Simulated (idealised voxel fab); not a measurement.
You're looking at the process module voxel capacitor over wiring.
Cross-section cut: width 190 nm, square cells of 5 nm.
Notation: cross-section as square-cell grid; stated in bands, top first, going down; one or more cell rows per band. Quick guide to a band line: top height, bottom height (nm) up front; then every material left to right with its width in nm. Only one material and it's marked "full width"? Then it fills the band edge to edge. And "empty" just means empty space. For the purposes of this specification, 0 denotes the height below which the wafer in its as-received condition is composed wholly of one material, and the lowermost band, lacking a lower limit, extends downward without end, as expressed in "0..down". The two numbers in a width such as "30..40" mark its ends across the band: the first belongs to the top row of cells, the second to the bottom row, and from each row to the next the width moves by the same amount. It should be understood that the words "no modification", when stated for a given step, signify that the cross-section underwent no change in any of its cells during that step. "Fully closed voids" contains a list of empty spaces, each no smaller than 8 cells and without an open way to the top, written in the form width x height at distance with the distance from the left edge and all three in nm. Post-settings text on a step line: simulator's own remark regarding the step. The line of a step may include "overlay nm". On a step with a mask, this value is how far to the right of its planned place the mask lay. A negative value means the mask lay to the left.
Process steps - plan
1) RECEIVE,material Si
2) CONFORMAL_DEP,material SiO2,thk nm 10
3) DIRECTIONAL_DEP,material TiN,thk nm 5
4) DIRECTIONAL_DEP,material W,thk nm 15
5) DIRECTIONAL_DEP,material aC,thk nm 10
6) PATTERN,tone cover,mask id METAL_1,material resist,width nm 30,pitch nm 100,thk nm 25,overlay nm 0
7) DIRECTIONAL_ETCH,etch materials aC,depth nm 10
8) STRIP,etch materials resist
9) DIRECTIONAL_ETCH,etch materials W,depth nm 15
10) DIRECTIONAL_ETCH,etch materials TiN,depth nm 5
11) STRIP,etch materials aC
12) FILL_DEP,material SiO2,thk nm 10
13) CMP,height nm 30
14) CONFORMAL_DEP,material SiCN,thk nm 5
15) DIRECTIONAL_DEP,material SiO2,thk nm 20
16) PATTERN,tone open,mask id PLUG_1,material resist,width nm 15,thk nm 15,overlay nm 0
17) DIRECTIONAL_ETCH,etch materials SiO2,depth nm 20
18) DIRECTIONAL_ETCH,etch materials SiCN,depth nm 5
19) STRIP,etch materials resist
20) EPI,material Ru,thk nm 10
21) EPI,material Ru,thk nm 10
22) EPI,material Ru,thk nm 5
23) DIRECTIONAL_DEP,material TiN,thk nm 5
24) DIRECTIONAL_DEP,material HfO2,thk nm 5
25) DIRECTIONAL_DEP,material TiN,thk nm 10
26) DIRECTIONAL_DEP,material aC,thk nm 10
27) PATTERN,tone cover,mask id UPPER_PLATE,material resist,width nm 75,thk nm 30,overlay nm 0
28) DIRECTIONAL_ETCH,etch materials aC,depth nm 10
29) STRIP,etch materials resist
30) DIRECTIONAL_ETCH,etch materials TiN,depth nm 10
31) DIRECTIONAL_ETCH,etch materials HfO2,depth nm 5
32) STRIP,etch materials aC
33) DIRECTIONAL_DEP,material aC,thk nm 10
34) PATTERN,tone cover,mask id LOWER_PLATE,material resist,width nm 85,thk nm 25,overlay nm -15
35) DIRECTIONAL_ETCH,etch materials aC,depth nm 10
36) STRIP,etch materials resist
37) DIRECTIONAL_ETCH,etch materials TiN,depth nm 5
38) STRIP,etch materials aC
39) FILL_DEP,material SiO2,thk nm 15
40) CMP,height nm 85
41) DIRECTIONAL_DEP,material aC,thk nm 15
42) PATTERN,tone open,mask id PLUG_2,material resist,width nm 15,thk nm 35,overlay nm 0
43) DIRECTIONAL_ETCH,etch materials aC,depth nm 15
44) STRIP,etch materials resist
45) DIRECTIONAL_ETCH,etch materials SiO2,depth nm 10
46) STRIP,etch materials aC
47) CONFORMAL_DEP,material TiN,thk nm 5
48) FILL_DEP,material Ru,thk nm 5
49) CMP,height nm 85
50) CONFORMAL_DEP,material SiN,thk nm 5
Same starting wafers, different overlay nm at step 34. Plan value belongs to the first wafer.
The first of several wafers as received, shown in cross-section; this is its state after step 1
  0..down = Si full width
  Fully closed voids: none
First wafer of several, cross-section, module end, after step 50 (last)
  90..85 = SiN full width
  85..80 = 55 of SiO2, 5 of TiN, 5 of Ru, 5 of TiN, 120 of SiO2
  80..70 = 55..45 of SiO2, 15..65 of TiN, 120..80 of SiO2
  70..65 = 45 of SiO2, 75 of TiN, 70 of SiO2
  65..60 = 45 of SiO2, 75 of HfO2, 70 of SiO2
  60..55 = 25 of SiO2, 95 of TiN, 70 of SiO2
  55..35 = 45 of SiO2, 15 of Ru, 130 of SiO2
  35..30 = 45 of SiCN, 15 of Ru, 130 of SiCN
  30..15 = 30 of SiO2, 30 of W, 70 of SiO2, 30 of W, 30 of SiO2
  15..10 = 30 of SiO2, 30 of TiN, 70 of SiO2, 30 of TiN, 30 of SiO2
  10..0 = SiO2 full width
  0..down = Si full width
  Fully closed voids: none
X-section, last wafer, module end
  90..85 = SiN full width
  85..80 = 55 of SiO2, 5 of TiN, 5 of Ru, 5 of TiN, 120 of SiO2
  80..70 = 55 of SiO2, 15..65 of TiN, 120..70 of SiO2
  70..65 = 45 of SiO2, 75 of TiN, 70 of SiO2
  65..60 = 45 of SiO2, 75 of HfO2, 70 of SiO2
  60..55 = 45 of SiO2, 95 of TiN, 50 of SiO2
  55..35 = 45 of SiO2, 15 of Ru, 130 of SiO2
  35..30 = 45 of SiCN, 15 of Ru, 130 of SiCN
  30..15 = 30 of SiO2, 30 of W, 70 of SiO2, 30 of W, 30 of SiO2
  15..10 = 30 of SiO2, 30 of TiN, 70 of SiO2, 30 of TiN, 30 of SiO2
  10..0 = SiO2 full width
  0..down = Si full width
  Fully closed voids: none
Where each wafer stands at the end of the module, a row apiece: cells of each material gained (+) or lost (-) since it was received, then closed voids
overlay nm -15 | +15 HfO2 | +16 Ru | +35 SiCN | +38 SiN | +480 SiO2 | +64 TiN | +36 W | Fully closed voids: none
overlay nm -10 | +15 HfO2 | +16 Ru | +35 SiCN | +38 SiN | +480 SiO2 | +64 TiN | +36 W | Fully closed voids: none
overlay nm -5 | +15 HfO2 | +16 Ru | +35 SiCN | +38 SiN | +480 SiO2 | +64 TiN | +36 W | Fully closed voids: none
overlay nm 0 | +15 HfO2 | +16 Ru | +35 SiCN | +38 SiN | +480 SiO2 | +64 TiN | +36 W | Fully closed voids: none
overlay nm 5 | +15 HfO2 | +16 Ru | +35 SiCN | +38 SiN | +480 SiO2 | +64 TiN | +36 W | Fully closed voids: none
overlay nm 10 | +15 HfO2 | +16 Ru | +35 SiCN | +38 SiN | +480 SiO2 | +64 TiN | +36 W | Fully closed voids: none
overlay nm 15 | +15 HfO2 | +16 Ru | +35 SiCN | +38 SiN | +480 SiO2 | +64 TiN | +36 W | Fully closed voids: none
